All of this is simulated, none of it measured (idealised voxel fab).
Herein follows the process module entitled voxel gate over fins.
Xsec cut, 290 nm wide, square cell size 5 nm.
Reading order for cross-sections: top band down to bottom band. Underlying form: a grid of square cells. Band size: one or more rows of cells.
The entry gives the band's vertical extent as a top height and a bottom height in nm, then its horizontal make-up as materials from left to right, each with a width in nm. "empty" stands for empty space; a single material marked "edge to edge" fills the band edge to edge.
We count height from 0. Below that, the starting wafer is all one material. The lowest band never ends at the bottom but goes on down; see "from 0 down" for how that is written.
Width "30->40": first value at the band's top row of cells, second value at its bottom row, equal change from row to row.
For the purposes of this document, the phrase "no change" attached to a step denotes that no cell within the cross-section was modified by that step.
The list in "Internal closed voids" covers empty spaces of 8 cells or more that cannot reach the top through any open way, and it gives each as width x height at distance; the distance is from the left edge, and width, height and distance are in nm.
Heads up: the bit after the settings on a step's line is the simulator's remark on that step.
Among the settings permitted on a step's line is "overlay nm"; applied to a step with a mask, it specifies the extent to which the mask lay to the right of its planned position, whereas a negative figure signifies a position to the left.
# Steps planned for the process
1,RECEIVE | material Si
2,CONFORMAL_DEP | material SiN | thk nm 5
3,PATTERN | tone cover | mask id FINS | material resist | width nm 15 | pitch nm 45 | thk nm 15 | overlay nm -15
4,DIRECTIONAL_ETCH | etch materials SiN | depth nm 5
5,DIRECTIONAL_ETCH | etch materials Si | depth nm 30
6,STRIP | etch materials resist
7,OXIDIZE | depth nm 5
8,FILL_DEP | material SiO2 | thk nm 5
9,CMP | height nm 5
10,SELECTIVE_ETCH | etch materials SiO2 | depth nm 15
11,STRIP | etch materials SiN
12,CONFORMAL_DEP | material HfO2 | thk nm 5
13,CONFORMAL_DEP | material TiN | thk nm 5
14,FILL_DEP | material W | thk nm 15
15,CMP | height nm 20
16,CONFORMAL_DEP | material SiCN | thk nm 10
The wafers are alike at the start. At step 3, their overlay nm differs. The plan lists the first wafer's value.
# Received condition of the first of several wafers, sectioned: post-step 1
  from 0 down  Si edge to edge
  Internal closed voids: none
# The following table contains a row per wafer, in which are reported, at the conclusion of the module, the cells of each material gained (+) or lost (-) since the wafer's receipt, with its closed voids given thereafter
overlay nm -15 | +70 HfO2 | -385 Si | +116 SiCN | +275 SiO2 | +70 TiN | +202 W | Internal closed voids: none
overlay nm -10 | +70 HfO2 | -385 Si | +116 SiCN | +275 SiO2 | +70 TiN | +202 W | Internal closed voids: none
overlay nm -5 | +70 HfO2 | -385 Si | +116 SiCN | +275 SiO2 | +70 TiN | +202 W | Internal closed voids: none
overlay nm 0 | +70 HfO2 | -385 Si | +116 SiCN | +275 SiO2 | +70 TiN | +202 W | Internal closed voids: none
overlay nm 5 | +70 HfO2 | -385 Si | +116 SiCN | +275 SiO2 | +70 TiN | +202 W | Internal closed voids: none
overlay nm 10 | +70 HfO2 | -385 Si | +116 SiCN | +275 SiO2 | +70 TiN | +202 W | Internal closed voids: none
overlay nm 15 | +70 HfO2 | -385 Si | +116 SiCN | +275 SiO2 | +70 TiN | +202 W | Internal closed voids: none
